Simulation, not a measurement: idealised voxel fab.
Process module, titled voxel fin reveal
Xsec cut, 245 nm wide, square cell size 5 nm.
Heads up, the way a cross-section reads in here is a grid of square cells, handed over as bands from the top down, with every band being one or more rows of cells.
Per band: top height and bottom height in nm, followed by the left-to-right materials and their widths in nm; "everywhere" marks a single material spanning edge to edge, "air" marks empty space.
Heads up on the height convention: 0 is the point under which the incoming wafer is all one material, and the lowest band has no bottom, it just keeps going down, like "0..down".
Graded width ("30->40"): value in top row of band = first number; value in bottom row = second number; row-to-row change constant.
Step note "no modification" = no cross-section cell changed.
"Closed void listing": sealed empty spaces, 8 cells or more, no open way to top, listed width x height at distance, with distance from the left edge and width, height and distance in nm.
Text after the settings on a step's line: the simulator's own remark on that step.
You can add "overlay nm" to a step's line. For a step with a mask, it describes how far the mask lay to the right of its planned position, and a negative number describes a lay to the left.
If you're wondering how to read the rest of this, here's the deal. It's pairs of cross-sections: one from before a process step, one from after it. The after one is only drawn as far down as the lowest band that changed. Right under each pair you'll see which step sits between them and what its settings were. Don't read the pairs as one continuous story, though. They can come from different runs of this module on the same starting wafer, and a pair only carries on from the one above it where its entry headed "Cross-section, before" says so.
## Cross-section, before
> 0..down | Si everywhere
> Closed void listing: none
## Cross-Section Thereafter
> 5..0 | SiN everywhere
> Below 0 it's all the same as before, nothing changed down there.
> Closed void listing: none
Between before and after as drawn above: CONFORMAL_DEP (material SiN; thk nm 5)
Cross-section, before: For the state before this step, see the after cross-section of the pair located directly above.
## Cross-Section Thereafter
> 25..5 | air: 80 | resist: 15 | air: 20 | resist: 15 | air: 20 | resist: 15 | air: 80
> Below 5 it's all the same as before, nothing changed down there.
> Closed void listing: none
Between before and after as drawn above: PATTERN (tone cover; mask id FINS; material resist; width nm 15; pitch nm 35; thk nm 20; overlay nm 0)
Cross-section, before: For the state before this step, see the after cross-section of the pair located directly above.
## Cross-Section Thereafter
> 25..5 | air: 80 | resist: 15 | air: 20 | resist: 15 | air: 20 | resist: 15 | air: 80
> 5..0 | air: 80 | SiN: 15 | air: 20 | SiN: 15 | air: 20 | SiN: 15 | air: 80
> Below 0 it's all the same as before, nothing changed down there.
> Closed void listing: none
Between before and after as drawn above: DIRECTIONAL_ETCH (etch materials SiN; depth nm 5)
Cross-section, before: For the state before this step, see the after cross-section of the pair located directly above.
## Cross-Section Thereafter
> 25..5 | air: 80 | resist: 15 | air: 20 | resist: 15 | air: 20 | resist: 15 | air: 80
> 5..0 | air: 80 | SiN: 15 | air: 20 | SiN: 15 | air: 20 | SiN: 15 | air: 80
> 0..-40 | air: 80 | Si: 15 | air: 20 | Si: 15 | air: 20 | Si: 15 | air: 80
> Below -40 it's all the same as before, nothing changed down there.
> Closed void listing: none
Between before and after as drawn above: DIRECTIONAL_ETCH (etch materials Si; depth nm 40)
Cross-section, before: For the state before this step, see the after cross-section of the pair located directly above.
## Cross-Section Thereafter
> 5..0 | air: 80 | SiN: 15 | air: 20 | SiN: 15 | air: 20 | SiN: 15 | air: 80
> Below 0 it's all the same as before, nothing changed down there.
> Closed void listing: none
Between before and after as drawn above: STRIP (etch materials resist)
Cross-section, before: For the state before this step, see the after cross-section of the pair located directly above.
## Cross-Section Thereafter
> 5..0 | air: 80 | SiN: 15 | air: 20 | SiN: 15 | air: 20 | SiN: 15 | air: 80
> 0..-40 | air: 80 | SiO2: 5 | Si: 5 | SiO2: 5 | air: 20 | SiO2: 5 | Si: 5 | SiO2: 5 | air: 20 | SiO2: 5 | Si: 5 | SiO2: 5 | air: 80
> -40..-45 | SiO2: 85 | Si: 5 | SiO2: 30 | Si: 5 | SiO2: 30 | Si: 5 | SiO2: 85
> Below -45 it's all the same as before, nothing changed down there.
> Closed void listing: none
Between before and after as drawn above: OXIDIZE (depth nm 5)
Cross-section, before: For the state before this step, see the after cross-section of the pair located directly above.
## Cross-Section Thereafter
> 20..5 | SiO2 everywhere
> 5..0 | SiO2: 80 | SiN: 15 | SiO2: 20 | SiN: 15 | SiO2: 20 | SiN: 15 | SiO2: 80
> 0..-45 | SiO2: 85 | Si: 5 | SiO2: 30 | Si: 5 | SiO2: 30 | Si: 5 | SiO2: 85
> Below -45 it's all the same as before, nothing changed down there.
> Closed void listing: none
Between before and after as drawn above: FILL_DEP (material SiO2; thk nm 15)
Cross-section, before: For the state before this step, see the after cross-section of the pair located directly above.
## Cross-Section Thereafter
> 5..0 | SiO2: 80 | SiN: 15 | SiO2: 20 | SiN: 15 | SiO2: 20 | SiN: 15 | SiO2: 80
> Below 0 it's all the same as before, nothing changed down there.
> Closed void listing: none
Between before and after as drawn above: CMP (height nm 5)
Cross-section, before: For the state before this step, see the after cross-section of the pair located directly above.
## Cross-Section Thereafter
> 5..0 | air: 80 | SiN: 15 | air: 20 | SiN: 15 | air: 20 | SiN: 15 | air: 80
> 0..-15 | air: 85 | Si: 5 | air: 30 | Si: 5 | air: 30 | Si: 5 | air: 85
> Below -15 it's all the same as before, nothing changed down there.
> Closed void listing: none
Between before and after as drawn above: SELECTIVE_ETCH (etch materials SiO2; depth nm 20)
Cross-section, before: For the state before this step, see the after cross-section of the pair located directly above.
## Cross-Section Thereafter
> 0..-15 | air: 85 | Si: 5 | air: 30 | Si: 5 | air: 30 | Si: 5 | air: 85
> Below -15 it's all the same as before, nothing changed down there.
> Closed void listing: none
Between before and after as drawn above: STRIP (etch materials SiN)
## Cross-section, before
> 20..5 | SiO2 everywhere
> 5..0 | SiO2: 80 | SiN: 15 | SiO2: 20 | SiN: 15 | SiO2: 20 | SiN: 15 | SiO2: 80
> 0..-45 | SiO2: 85 | Si: 5 | SiO2: 30 | Si: 5 | SiO2: 30 | Si: 5 | SiO2: 85
> -45..down | Si everywhere
> Closed void listing: none
## Cross-Section Thereafter
> 5..0 | air: 80 | SiN: 15 | air: 20 | SiN: 15 | air: 20 | SiN: 15 | air: 80
> Below 0 it's all the same as before, nothing changed down there.
> Closed void listing: none
Between before and after as drawn above: SELECTIVE_ETCH (etch materials SiO2; depth nm 20)
Cross-section, before: For the state before this step, see the after cross-section of the pair located directly above.
## Cross-Section Thereafter
> 0..-45 | SiO2: 85 | Si: 5 | SiO2: 30 | Si: 5 | SiO2: 30 | Si: 5 | SiO2: 85
> Below -45 it's all the same as before, nothing changed down there.
> Closed void listing: none
Between before and after as drawn above: STRIP (etch materials SiN)
## Cross-section, before
> 5..0 | air: 80 | SiN: 15 | air: 20 | SiN: 15 | air: 20 | SiN: 15 | air: 80
> 0..-15 | air: 85 | Si: 5 | air: 30 | Si: 5 | air: 30 | Si: 5 | air: 85
> -15..-45 | SiO2: 85 | Si: 5 | SiO2: 30 | Si: 5 | SiO2: 30 | Si: 5 | SiO2: 85
> -45..down | Si everywhere
> Closed void listing: none
## Cross-Section Thereafter
> 5..0 | air: 80 | SiN: 15 | air: 20 | SiN: 15 | air: 20 | SiN: 15 | air: 80
> 0..-35 | air: 85 | Si: 5 | air: 30 | Si: 5 | air: 30 | Si: 5 | air: 85
> Below -35 it's all the same as before, nothing changed down there.
> Closed void listing: none
Between before and after as drawn above: SELECTIVE_ETCH (etch materials SiO2; depth nm 20)
Cross-section, before: For the state before this step, see the after cross-section of the pair located directly above.
## Cross-Section Thereafter
> 0..-35 | air: 85 | Si: 5 | air: 30 | Si: 5 | air: 30 | Si: 5 | air: 85
> Below -35 it's all the same as before, nothing changed down there.
> Closed void listing: none
Between before and after as drawn above: STRIP (etch materials SiN)
## Cross-section, before
> 5..0 | SiO2: 80 | SiN: 15 | SiO2: 20 | SiN: 15 | SiO2: 20 | SiN: 15 | SiO2: 80
> 0..-45 | SiO2: 85 | Si: 5 | SiO2: 30 | Si: 5 | SiO2: 30 | Si: 5 | SiO2: 85
> -45..down | Si everywhere
> Closed void listing: none
## Cross-Section Thereafter
> 5..0 | SiO2: 80 | air: 15 | SiO2: 20 | air: 15 | SiO2: 20 | air: 15 | SiO2: 80
> Below 0 it's all the same as before, nothing changed down there.
> Closed void listing: none
Between before and after as drawn above: STRIP (etch materials SiN)
Cross-section, before: For the state before this step, see the after cross-section of the pair located directly above.
## Cross-Section Thereafter
> 0..-15 | air: 85 | Si: 5 | air: 30 | Si: 5 | air: 30 | Si: 5 | air: 85
> -15..-20 | SiO2: 60 | air: 25 | Si: 5 | air: 30 | Si: 5 | air: 30 | Si: 5 | air: 25 | SiO2: 60
> Below -20 it's all the same as before, nothing changed down there.
> Closed void listing: none
Between before and after as drawn above: SELECTIVE_ETCH (etch materials SiO2; depth nm 20)
## Cross-section, before
> 25..5 | air: 80 | resist: 15 | air: 20 | resist: 15 | air: 20 | resist: 15 | air: 80
> 5..0 | air: 80 | SiN: 15 | air: 20 | SiN: 15 | air: 20 | SiN: 15 | air: 80
> 0..down | Si everywhere
> Closed void listing: none
## Cross-Section Thereafter
> 25..5 | air: 80 | resist: 15 | air: 20 | resist: 15 | air: 20 | resist: 15 | air: 80
> 5..0 | air: 80 | SiN: 15 | air: 20 | SiN: 15 | air: 20 | SiN: 15 | air: 80
> 0..-35 | air: 80 | Si: 15 | air: 20 | Si: 15 | air: 20 | Si: 15 | air: 80
> Below -35 it's all the same as before, nothing changed down there.
> Closed void listing: none
Between before and after as drawn above: DIRECTIONAL_ETCH (etch materials Si; depth nm 35)
Cross-section, before: For the state before this step, see the after cross-section of the pair located directly above.
## Cross-Section Thereafter
> 5..0 | air: 80 | SiN: 15 | air: 20 | SiN: 15 | air: 20 | SiN: 15 | air: 80
> Below 0 it's all the same as before, nothing changed down there.
> Closed void listing: none
Between before and after as drawn above: STRIP (etch materials resist)
Cross-section, before: For the state before this step, see the after cross-section of the pair located directly above.
## Cross-Section Thereafter
> 5..0 | air: 80 | SiN: 15 | air: 20 | SiN: 15 | air: 20 | SiN: 15 | air: 80
> 0..-35 | air: 80 | SiO2: 5 | Si: 5 | SiO2: 5 | air: 20 | SiO2: 5 | Si: 5 | SiO2: 5 | air: 20 | SiO2: 5 | Si: 5 | SiO2: 5 | air: 80
> -35..-40 | SiO2: 85 | Si: 5 | SiO2: 30 | Si: 5 | SiO2: 30 | Si: 5 | SiO2: 85
> Below -40 it's all the same as before, nothing changed down there.
> Closed void listing: none
Between before and after as drawn above: OXIDIZE (depth nm 5)
Cross-section, before: For the state before this step, see the after cross-section of the pair located directly above.
## Cross-Section Thereafter
> 20..5 | SiO2 everywhere
> 5..0 | SiO2: 80 | SiN: 15 | SiO2: 20 | SiN: 15 | SiO2: 20 | SiN: 15 | SiO2: 80
> 0..-40 | SiO2: 85 | Si: 5 | SiO2: 30 | Si: 5 | SiO2: 30 | Si: 5 | SiO2: 85
> Below -40 it's all the same as before, nothing changed down there.
> Closed void listing: none
Between before and after as drawn above: FILL_DEP (material SiO2; thk nm 15)
Cross-section, before: For the state before this step, see the after cross-section of the pair located directly above.
## Cross-Section Thereafter
> 5..0 | SiO2: 80 | SiN: 15 | SiO2: 20 | SiN: 15 | SiO2: 20 | SiN: 15 | SiO2: 80
> Below 0 it's all the same as before, nothing changed down there.
> Closed void listing: none
Between before and after as drawn above: CMP (height nm 5)
Cross-section, before: For the state before this step, see the after cross-section of the pair located directly above.
## Cross-Section Thereafter
> 5..0 | air: 80 | SiN: 15 | air: 20 | SiN: 15 | air: 20 | SiN: 15 | air: 80
> 0..-15 | air: 85 | Si: 5 | air: 30 | Si: 5 | air: 30 | Si: 5 | air: 85
> Below -15 it's all the same as before, nothing changed down there.
> Closed void listing: none
Between before and after as drawn above: SELECTIVE_ETCH (etch materials SiO2; depth nm 20)
Cross-section, before: For the state before this step, see the after cross-section of the pair located directly above.
## Cross-Section Thereafter
> 0..-15 | air: 85 | Si: 5 | air: 30 | Si: 5 | air: 30 | Si: 5 | air: 85
> Below -15 it's all the same as before, nothing changed down there.
> Closed void listing: none
Between before and after as drawn above: STRIP (etch materials SiN)
## Cross-section, before
> 5..0 | SiN everywhere
> 0..down | Si everywhere
> Closed void listing: none
## Cross-Section Thereafter
> 25..5 | air: 80 | resist: 20 | air: 15 | resist: 20 | air: 15 | resist: 20 | air: 75
> Below 5 it's all the same as before, nothing changed down there.
> Closed void listing: none
Between before and after as drawn above: PATTERN (tone cover; mask id FINS; material resist; width nm 20; pitch nm 35; thk nm 20; overlay nm 0)
Cross-section, before: For the state before this step, see the after cross-section of the pair located directly above.
## Cross-Section Thereafter
> 25..5 | air: 80 | resist: 20 | air: 15 | resist: 20 | air: 15 | resist: 20 | air: 75
> 5..0 | air: 80 | SiN: 20 | air: 15 | SiN: 20 | air: 15 | SiN: 20 | air: 75
> Below 0 it's all the same as before, nothing changed down there.
> Closed void listing: none
Between before and after as drawn above: DIRECTIONAL_ETCH (etch materials SiN; depth nm 5)
Cross-section, before: For the state before this step, see the after cross-section of the pair located directly above.
## Cross-Section Thereafter
> 25..5 | air: 80 | resist: 20 | air: 15 | resist: 20 | air: 15 | resist: 20 | air: 75
> 5..0 | air: 80 | SiN: 20 | air: 15 | SiN: 20 | air: 15 | SiN: 20 | air: 75
> 0..-40 | air: 80 | Si: 20 | air: 15 | Si: 20 | air: 15 | Si: 20 | air: 75
> Below -40 it's all the same as before, nothing changed down there.
> Closed void listing: none
Between before and after as drawn above: DIRECTIONAL_ETCH (etch materials Si; depth nm 40)
Cross-section, before: For the state before this step, see the after cross-section of the pair located directly above.
## Cross-Section Thereafter
> 5..0 | air: 80 | SiN: 20 | air: 15 | SiN: 20 | air: 15 | SiN: 20 | air: 75
> Below 0 it's all the same as before, nothing changed down there.
> Closed void listing: none
Between before and after as drawn above: STRIP (etch materials resist)
Cross-section, before: For the state before this step, see the after cross-section of the pair located directly above.
## Cross-Section Thereafter
> 5..0 | air: 80 | SiN: 20 | air: 15 | SiN: 20 | air: 15 | SiN: 20 | air: 75
> 0..-40 | air: 80 | SiO2: 5 | Si: 10 | SiO2: 5 | air: 15 | SiO2: 5 | Si: 10 | SiO2: 5 | air: 15 | SiO2: 5 | Si: 10 | SiO2: 5 | air: 75
> -40..-45 | SiO2: 85 | Si: 10 | SiO2: 25 | Si: 10 | SiO2: 25 | Si: 10 | SiO2: 80
> Below -45 it's all the same as before, nothing changed down there.
> Closed void listing: none
Between before and after as drawn above: OXIDIZE (depth nm 5)
Cross-section, before: For the state before this step, see the after cross-section of the pair located directly above.
## Cross-Section Thereafter
> 20..5 | SiO2 everywhere
> 5..0 | SiO2: 80 | SiN: 20 | SiO2: 15 | SiN: 20 | SiO2: 15 | SiN: 20 | SiO2: 75
> 0..-45 | SiO2: 85 | Si: 10 | SiO2: 25 | Si: 10 | SiO2: 25 | Si: 10 | SiO2: 80
> Below -45 it's all the same as before, nothing changed down there.
> Closed void listing: none
Between before and after as drawn above: FILL_DEP (material SiO2; thk nm 15)
Cross-section, before: For the state before this step, see the after cross-section of the pair located directly above.
## Cross-Section Thereafter
> 5..0 | SiO2: 80 | SiN: 20 | SiO2: 15 | SiN: 20 | SiO2: 15 | SiN: 20 | SiO2: 75
> Below 0 it's all the same as before, nothing changed down there.
> Closed void listing: none
Between before and after as drawn above: CMP (height nm 5)
Cross-section, before: For the state before this step, see the after cross-section of the pair located directly above.
## Cross-Section Thereafter
> 5..0 | air: 80 | SiN: 20 | air: 15 | SiN: 20 | air: 15 | SiN: 20 | air: 75
> 0..-15 | air: 85 | Si: 10 | air: 25 | Si: 10 | air: 25 | Si: 10 | air: 80
> Below -15 it's all the same as before, nothing changed down there.
> Closed void listing: none
Between before and after as drawn above: SELECTIVE_ETCH (etch materials SiO2; depth nm 20)
Cross-section, before: For the state before this step, see the after cross-section of the pair located directly above.
## Cross-Section Thereafter
> 0..-15 | air: 85 | Si: 10 | air: 25 | Si: 10 | air: 25 | Si: 10 | air: 80
> Below -15 it's all the same as before, nothing changed down there.
> Closed void listing: none
Between before and after as drawn above: STRIP (etch materials SiN)
## Cross-section, before
> 5..0 | SiN everywhere
> 0..down | Si everywhere
> Closed void listing: none
## Cross-Section Thereafter
> 25..5 | air: 75 | resist: 15 | air: 20 | resist: 15 | air: 20 | resist: 15 | air: 85
> Below 5 it's all the same as before, nothing changed down there.
> Closed void listing: none
Between before and after as drawn above: PATTERN (tone cover; mask id FINS; material resist; width nm 15; pitch nm 35; thk nm 20; overlay nm -5)
Cross-section, before: For the state before this step, see the after cross-section of the pair located directly above.
## Cross-Section Thereafter
> 25..5 | air: 75 | resist: 15 | air: 20 | resist: 15 | air: 20 | resist: 15 | air: 85
> 5..0 | air: 75 | SiN: 15 | air: 20 | SiN: 15 | air: 20 | SiN: 15 | air: 85
> Below 0 it's all the same as before, nothing changed down there.
> Closed void listing: none
Between before and after as drawn above: DIRECTIONAL_ETCH (etch materials SiN; depth nm 5)
Cross-section, before: For the state before this step, see the after cross-section of the pair located directly above.
## Cross-Section Thereafter
> 25..5 | air: 75 | resist: 15 | air: 20 | resist: 15 | air: 20 | resist: 15 | air: 85
> 5..0 | air: 75 | SiN: 15 | air: 20 | SiN: 15 | air: 20 | SiN: 15 | air: 85
> 0..-40 | air: 75 | Si: 15 | air: 20 | Si: 15 | air: 20 | Si: 15 | air: 85
> Below -40 it's all the same as before, nothing changed down there.
> Closed void listing: none
Between before and after as drawn above: DIRECTIONAL_ETCH (etch materials Si; depth nm 40)
Cross-section, before: For the state before this step, see the after cross-section of the pair located directly above.
## Cross-Section Thereafter
> 5..0 | air: 75 | SiN: 15 | air: 20 | SiN: 15 | air: 20 | SiN: 15 | air: 85
> Below 0 it's all the same as before, nothing changed down there.
> Closed void listing: none
Between before and after as drawn above: STRIP (etch materials resist)
Cross-section, before: For the state before this step, see the after cross-section of the pair located directly above.
## Cross-Section Thereafter
> 5..0 | air: 75 | SiN: 15 | air: 20 | SiN: 15 | air: 20 | SiN: 15 | air: 85
> 0..-40 | air: 75 | SiO2: 5 | Si: 5 | SiO2: 5 | air: 20 | SiO2: 5 | Si: 5 | SiO2: 5 | air: 20 | SiO2: 5 | Si: 5 | SiO2: 5 | air: 85
> -40..-45 | SiO2: 80 | Si: 5 | SiO2: 30 | Si: 5 | SiO2: 30 | Si: 5 | SiO2: 90
> Below -45 it's all the same as before, nothing changed down there.
> Closed void listing: none
Between before and after as drawn above: OXIDIZE (depth nm 5)
Cross-section, before: For the state before this step, see the after cross-section of the pair located directly above.
## Cross-Section Thereafter
> 20..5 | SiO2 everywhere
> 5..0 | SiO2: 75 | SiN: 15 | SiO2: 20 | SiN: 15 | SiO2: 20 | SiN: 15 | SiO2: 85
> 0..-45 | SiO2: 80 | Si: 5 | SiO2: 30 | Si: 5 | SiO2: 30 | Si: 5 | SiO2: 90
> Below -45 it's all the same as before, nothing changed down there.
> Closed void listing: none
Between before and after as drawn above: FILL_DEP (material SiO2; thk nm 15)
Cross-section, before: For the state before this step, see the after cross-section of the pair located directly above.
## Cross-Section Thereafter
> 5..0 | SiO2: 75 | SiN: 15 | SiO2: 20 | SiN: 15 | SiO2: 20 | SiN: 15 | SiO2: 85
> Below 0 it's all the same as before, nothing changed down there.
> Closed void listing: none
Between before and after as drawn above: CMP (height nm 5)
Cross-section, before: For the state before this step, see the after cross-section of the pair located directly above.
## Cross-Section Thereafter
> 5..0 | air: 75 | SiN: 15 | air: 20 | SiN: 15 | air: 20 | SiN: 15 | air: 85
> 0..-15 | air: 80 | Si: 5 | air: 30 | Si: 5 | air: 30 | Si: 5 | air: 90
> Below -15 it's all the same as before, nothing changed down there.
> Closed void listing: none
Between before and after as drawn above: SELECTIVE_ETCH (etch materials SiO2; depth nm 20)
Cross-section, before: For the state before this step, see the after cross-section of the pair located directly above.
## Cross-Section Thereafter
> 0..-15 | air: 80 | Si: 5 | air: 30 | Si: 5 | air: 30 | Si: 5 | air: 90
> Below -15 it's all the same as before, nothing changed down there.
> Closed void listing: none
Between before and after as drawn above: STRIP (etch materials SiN)
## Cross-section, before
> 5..0 | air: 80 | SiN: 15 | air: 20 | SiN: 15 | air: 20 | SiN: 15 | air: 80
> 0..-40 | air: 80 | SiO2: 5 | Si: 5 | SiO2: 5 | air: 20 | SiO2: 5 | Si: 5 | SiO2: 5 | air: 20 | SiO2: 5 | Si: 5 | SiO2: 5 | air: 80
> -40..-45 | SiO2: 85 | Si: 5 | SiO2: 30 | Si: 5 | SiO2: 30 | Si: 5 | SiO2: 85
> -45..down | Si everywhere
> Closed void listing: none
## Cross-Section Thereafter
> 20..0 | SiN everywhere
> 0..-40 | SiN: 80 | SiO2: 5 | Si: 5 | SiO2: 5 | SiN: 20 | SiO2: 5 | Si: 5 | SiO2: 5 | SiN: 20 | SiO2: 5 | Si: 5 | SiO2: 5 | SiN: 80
> Below -40 it's all the same as before, nothing changed down there.
> Closed void listing: none
Between before and after as drawn above: FILL_DEP (material SiN; thk nm 15)
Cross-section, before: For the state before this step, see the after cross-section of the pair located directly above.
## Cross-Section Thereafter
> 5..0 | SiN everywhere
> Below 0 it's all the same as before, nothing changed down there.
> Closed void listing: none
Between before and after as drawn above: CMP (height nm 5)
Cross-section, before: For the state before this step, see the after cross-section of the pair located directly above.
## Cross-Section Thereafter
> 0..-40 | air: 80 | SiO2: 5 | Si: 5 | SiO2: 5 | air: 20 | SiO2: 5 | Si: 5 | SiO2: 5 | air: 20 | SiO2: 5 | Si: 5 | SiO2: 5 | air: 80
> Below -40 it's all the same as before, nothing changed down there.
> Closed void listing: none
Between before and after as drawn above: STRIP (etch materials SiN)
## Cross-section, before
> 5..0 | SiN everywhere
> 0..down | Si everywhere
> Closed void listing: none
## Cross-Section Thereafter
> 25..5 | resist: 80 | air: 15 | resist: 20 | air: 15 | resist: 20 | air: 15 | resist: 80
> Below 5 it's all the same as before, nothing changed down there.
> Closed void listing: none
Between before and after as drawn above: PATTERN (tone open; mask id FINS; material resist; width nm 15; pitch nm 35; thk nm 20; overlay nm 0)
Cross-section, before: For the state before this step, see the after cross-section of the pair located directly above.
## Cross-Section Thereafter
> 25..5 | resist: 80 | air: 15 | resist: 20 | air: 15 | resist: 20 | air: 15 | resist: 80
> 5..0 | SiN: 80 | air: 15 | SiN: 20 | air: 15 | SiN: 20 | air: 15 | SiN: 80
> Below 0 it's all the same as before, nothing changed down there.
> Closed void listing: none
Between before and after as drawn above: DIRECTIONAL_ETCH (etch materials SiN; depth nm 5)
Cross-section, before: For the state before this step, see the after cross-section of the pair located directly above.
## Cross-Section Thereafter
> 25..5 | resist: 80 | air: 15 | resist: 20 | air: 15 | resist: 20 | air: 15 | resist: 80
> 5..0 | SiN: 80 | air: 15 | SiN: 20 | air: 15 | SiN: 20 | air: 15 | SiN: 80
> 0..-40 | Si: 80 | air: 15 | Si: 20 | air: 15 | Si: 20 | air: 15 | Si: 80
> Below -40 it's all the same as before, nothing changed down there.
> Closed void listing: none
Between before and after as drawn above: DIRECTIONAL_ETCH (etch materials Si; depth nm 40)
Cross-section, before: For the state before this step, see the after cross-section of the pair located directly above.
## Cross-Section Thereafter
> 5..0 | SiN: 80 | air: 15 | SiN: 20 | air: 15 | SiN: 20 | air: 15 | SiN: 80
> Below 0 it's all the same as before, nothing changed down there.
> Closed void listing: none
Between before and after as drawn above: STRIP (etch materials resist)
Cross-section, before: For the state before this step, see the after cross-section of the pair located directly above.
## Cross-Section Thereafter
> 5..0 | SiN: 80 | air: 15 | SiN: 20 | air: 15 | SiN: 20 | air: 15 | SiN: 80
> 0..-40 | Si: 75 | SiO2: 5 | air: 15 | SiO2: 5 | Si: 10 | SiO2: 5 | air: 15 | SiO2: 5 | Si: 10 | SiO2: 5 | air: 15 | SiO2: 5 | Si: 75
> -40..-45 | Si: 75 | SiO2: 25 | Si: 10 | SiO2: 25 | Si: 10 | SiO2: 25 | Si: 75
> Below -45 it's all the same as before, nothing changed down there.
> Closed void listing: none
Between before and after as drawn above: OXIDIZE (depth nm 5)
Cross-section, before: For the state before this step, see the after cross-section of the pair located directly above.
## Cross-Section Thereafter
> 20..5 | SiO2 everywhere
> 5..0 | SiN: 80 | SiO2: 15 | SiN: 20 | SiO2: 15 | SiN: 20 | SiO2: 15 | SiN: 80
> 0..-45 | Si: 75 | SiO2: 25 | Si: 10 | SiO2: 25 | Si: 10 | SiO2: 25 | Si: 75
> Below -45 it's all the same as before, nothing changed down there.
> Closed void listing: none
Between before and after as drawn above: FILL_DEP (material SiO2; thk nm 15)
Cross-section, before: For the state before this step, see the after cross-section of the pair located directly above.
## Cross-Section Thereafter
> 5..0 | SiN: 80 | SiO2: 15 | SiN: 20 | SiO2: 15 | SiN: 20 | SiO2: 15 | SiN: 80
> Below 0 it's all the same as before, nothing changed down there.
> Closed void listing: none
Between before and after as drawn above: CMP (height nm 5)
Cross-section, before: For the state before this step, see the after cross-section of the pair located directly above.
## Cross-Section Thereafter
> 5..0 | SiN: 80 | air: 15 | SiN: 20 | air: 15 | SiN: 20 | air: 15 | SiN: 80
> 0..-15 | Si: 75 | air: 25 | Si: 10 | air: 25 | Si: 10 | air: 25 | Si: 75
> Below -15 it's all the same as before, nothing changed down there.
> Closed void listing: none
Between before and after as drawn above: SELECTIVE_ETCH (etch materials SiO2; depth nm 20)
Cross-section, before: For the state before this step, see the after cross-section of the pair located directly above.
## Cross-Section Thereafter
> 0..-15 | Si: 75 | air: 25 | Si: 10 | air: 25 | Si: 10 | air: 25 | Si: 75
> Below -15 it's all the same as before, nothing changed down there.
> Closed void listing: none
Between before and after as drawn above: STRIP (etch materials SiN)
